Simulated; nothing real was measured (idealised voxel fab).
Proc. module: voxel transistor to metal
We display cut, a cross-section 300 nm in width whose square cells are each 5 nm.
Bands, listed from the top down, are how a cross-section gets written in this document; the cross-section itself is a grid of square cells, and a band is one or more rows of them. Heads up on the band format: heights come first, top then bottom, in nm. After that it's the materials left to right, each with its width in nm. A single material flagged "all across" fills the whole band edge to edge, and "empty" means there's empty space there. Basically, 0 is our baseline, since under it the wafer straight out of the box is all one material. The bottom band has no lower end and keeps on going down, so it looks like "0 down". Graded width ("30..40"): value in top row of band = first number; value in bottom row = second number; row-to-row change constant. No cell of the cross-section changed in a step that is given as "no change". "Sealed internal cavities" means: voids of 8 cells or more that are shut off from the top with no open way through. Written width x height at distance, distance from the left edge, in nm. Anything after a step's settings on that line? It's the simulator's own note about the step. The "overlay nm" setting may appear on a step's line; for a step that uses a mask, it gives how far to the right of its planned position the mask lay, and a negative value indicates the left.
BELOW IS THE LIST OF PLANNED PROCESS STEPS
- 1: op RECEIVE | material Si
- 2: op OXIDIZE | depth nm 5
- 3: op CONFORMAL_DEP | material SiN | thk nm 15
- 4: op MASKED_ETCH | tone cover | mask id ACTIVE | width nm 105 | pitch nm 130 | etch materials SiN | depth nm 15 | overlay nm 0
- 5: op MASKED_ETCH | tone cover | mask id ACTIVE | width nm 105 | pitch nm 130 | etch materials SiO2 | depth nm 5 | overlay nm 0
- 6: op MASKED_ETCH | tone cover | mask id ACTIVE | width nm 105 | pitch nm 130 | etch materials Si | depth nm 20 | overlay nm 0
- 7: op FILL_DEP | material SiO2 | thk nm 10
- 8: op CMP | height nm 15
- 9: op SELECTIVE_ETCH | etch materials SiO2 | depth nm 5
- 10: op STRIP | etch materials SiN
- 11: op SELECTIVE_ETCH | etch materials SiO2 | depth nm 5
- 12: op OXIDIZE | depth nm 5
- 13: op DIRECTIONAL_DEP | material polySi | thk nm 30
- 14: op DIRECTIONAL_DEP | material SiCN | thk nm 10
- 15: op PATTERN | tone cover | mask id GATE | material resist | width nm 15 | pitch nm 130 | thk nm 20 | overlay nm 0
- 16: op DIRECTIONAL_ETCH | etch materials SiCN | depth nm 20
- 17: op DIRECTIONAL_ETCH | etch materials polySi | depth nm 40
- 18: op STRIP | etch materials resist
- 19: op CONFORMAL_DEP | material SiN | thk nm 10
- 20: op DIRECTIONAL_ETCH | etch materials SiN | depth nm 10
- 21: op DIRECTIONAL_ETCH | etch materials SiO2 | depth nm 5
- 22: op DIRECTIONAL_ETCH | etch materials Si | depth nm 10
- 23: op EPI | material SiGe | thk nm 15
- 24: op FILL_DEP | material SiO2 | thk nm 10
- 25: op CMP | height nm 35
- 26: op DIRECTIONAL_DEP | material SiO2 | thk nm 15
- 27: op PATTERN | tone open | mask id CONTACT | material resist | width nm 20 | thk nm 20 | overlay nm 0
- 28: op DIRECTIONAL_ETCH | etch materials SiO2 | depth nm 45
- 29: op STRIP | etch materials resist
- 30: op CONFORMAL_DEP | material TiN | thk nm 5
- 31: op FILL_DEP | material W | thk nm 5
- 32: op CMP | height nm 50
- 33: op DIRECTIONAL_DEP | material TiN | thk nm 5
- 34: op DIRECTIONAL_DEP | material W | thk nm 20
- 35: op MASKED_ETCH | tone cover | mask id METAL_1 | width nm 20 | etch materials W | depth nm 20 | overlay nm 0
- 36: op MASKED_ETCH | tone cover | mask id METAL_1 | width nm 20 | etch materials TiN | depth nm 5 | overlay nm 0
- 37: op FILL_DEP | material SiO2 | thk nm 5
- 38: op CMP | height nm 75
- 39: op CONFORMAL_DEP | material SiCN | thk nm 5
- 40: op DIRECTIONAL_DEP | material lowk | thk nm 30
- 41: op DIRECTIONAL_DEP | material aC | thk nm 10
- 42: op PATTERN | tone open | mask id METAL_2 | material resist | width nm 20 | pitch nm 130 | thk nm 30 | overlay nm 0
- 43: op DIRECTIONAL_ETCH | etch materials aC | depth nm 10
- 44: op STRIP | etch materials resist
- 45: op DIRECTIONAL_ETCH | etch materials lowk | depth nm 15
- 46: op STRIP | etch materials aC
- 47: op DIRECTIONAL_DEP | material aC | thk nm 10
- 48: op PATTERN | tone open | mask id METAL_2_HOLES | material resist | width nm 15 | pitch nm 130 | thk nm 25 | overlay nm 0
- 49: op DIRECTIONAL_ETCH | etch materials aC | depth nm 10
- 50: op STRIP | etch materials resist
- 51: op DIRECTIONAL_ETCH | etch materials lowk | depth nm 15
- 52: op DIRECTIONAL_ETCH | etch materials SiCN | depth nm 5
- 53: op STRIP | etch materials aC
- 54: op CONFORMAL_DEP | material TiN | thk nm 5
- 55: op FILL_DEP | material Cu | thk nm 10
- 56: op CMP | height nm 110
- 57: op CONFORMAL_DEP | material SiCN | thk nm 5
THIS IS THE CROSS-SECTION OF THE WAFER AS WE RECEIVED IT, I.E. AFTER STEP 1
- 0 down = Si all across
- Sealed internal cavities: none
A WAFER AT THE END: THIS START, THIS PLAN, ONE MISTAKE
- 115 to 110 = SiCN all across
- 110 to 100 = 35 of lowk  5 of TiN  10 of Cu  5 of TiN  110 of lowk  5 of TiN  10 of Cu  5 of TiN  115 of lowk
- 100 to 95 = 35 of lowk  5 of TiN  5 of Cu  10 of TiN  110 of lowk  5 of TiN  5 of Cu  10 of TiN  115 of lowk
- 95 to 80 = 35 of lowk  5 of TiN  5 of Cu  5 of TiN  115 of lowk  5 of TiN  5 of Cu  5 of TiN  120 of lowk
- 80 to 75 = 35 of SiCN  15 of TiN  115 of SiCN  15 of TiN  120 of SiCN
- 75 to 55 = 30 of SiO2  30 of W  45 of SiO2  30 of W  25 of SiO2  30 of W  45 of SiO2  30 of W  35 of SiO2
- 55 to 50 = 30 of SiO2  30 of TiN  45 of SiO2  30 of TiN  25 of SiO2  30 of TiN  45 of SiO2  30 of TiN  35 of SiO2
- 50 to 35 = 35 of SiO2  5 of TiN  10 of W  5 of TiN  55 of SiO2  5 of TiN  10 of W  5 of TiN  35 of SiO2  5 of TiN  10 of W  5 of TiN  55 of SiO2  5 of TiN  10 of W  5 of TiN  40 of SiO2
- 35 to 25 = 35 of SiO2  5 of TiN  10 of W  5 of TiN  10 of SiO2  10 of SiN  15 of SiCN  10 of SiN  10 of SiO2  5 of TiN  10 of W  5 of TiN  35 of SiO2  5 of TiN  10 of W  5 of TiN  10 of SiO2  10 of SiN  15 of SiCN  10 of SiN  10 of SiO2  5 of TiN  10 of W  5 of TiN  40 of SiO2
- 25 to 10 = 35 of SiO2  5 of TiN  10 of W  5 of TiN  10 of SiO2  10 of SiN  15 of polySi  10 of SiN  10 of SiO2  5 of TiN  10 of W  5 of TiN  35 of SiO2  5 of TiN  10 of W  5 of TiN  10 of SiO2  10 of SiN  15 of polySi  10 of SiN  10 of SiO2  5 of TiN  10 of W  5 of TiN  40 of SiO2
- 10 to 5 = 35 of SiO2  20 of TiN  10 of SiO2  10 of SiN  15 of polySi  10 of SiN  10 of SiO2  20 of TiN  35 of SiO2  20 of TiN  10 of SiO2  10 of SiN  15 of polySi  10 of SiN  10 of SiO2  20 of TiN  40 of SiO2
- 5 to -5 = 25 of SiO2  10 of SiN  30 of SiGe  10 of SiN  15 of polySi  10 of SiN  30 of SiGe  10 of SiN  15 of SiO2  10 of SiN  30 of SiGe  10 of SiN  15 of polySi  10 of SiN  30 of SiGe  10 of SiN  30 of SiO2
- -5 to -10 = 35 of SiO2  30 of SiGe  35 of SiO2  30 of SiGe  35 of SiO2  30 of SiGe  35 of SiO2  30 of SiGe  40 of SiO2
- -10 to -20 = 30 of SiO2  5 of Si  30 of SiGe  35 of Si  30 of SiGe  5 of Si  25 of SiO2  5 of Si  30 of SiGe  35 of Si  30 of SiGe  5 of Si  35 of SiO2
- -20 to -25 = 30 of SiO2  105 of Si  25 of SiO2  105 of Si  35 of SiO2
- -25 down = Si all across
- Sealed internal cavities: none
What was the processing mistake? step 35 went in with a setting other than planned; the actual run was op MASKED_ETCH | tone cover | mask id METAL_1 | width nm 30 | etch materials W | depth nm 20 | overlay nm 0
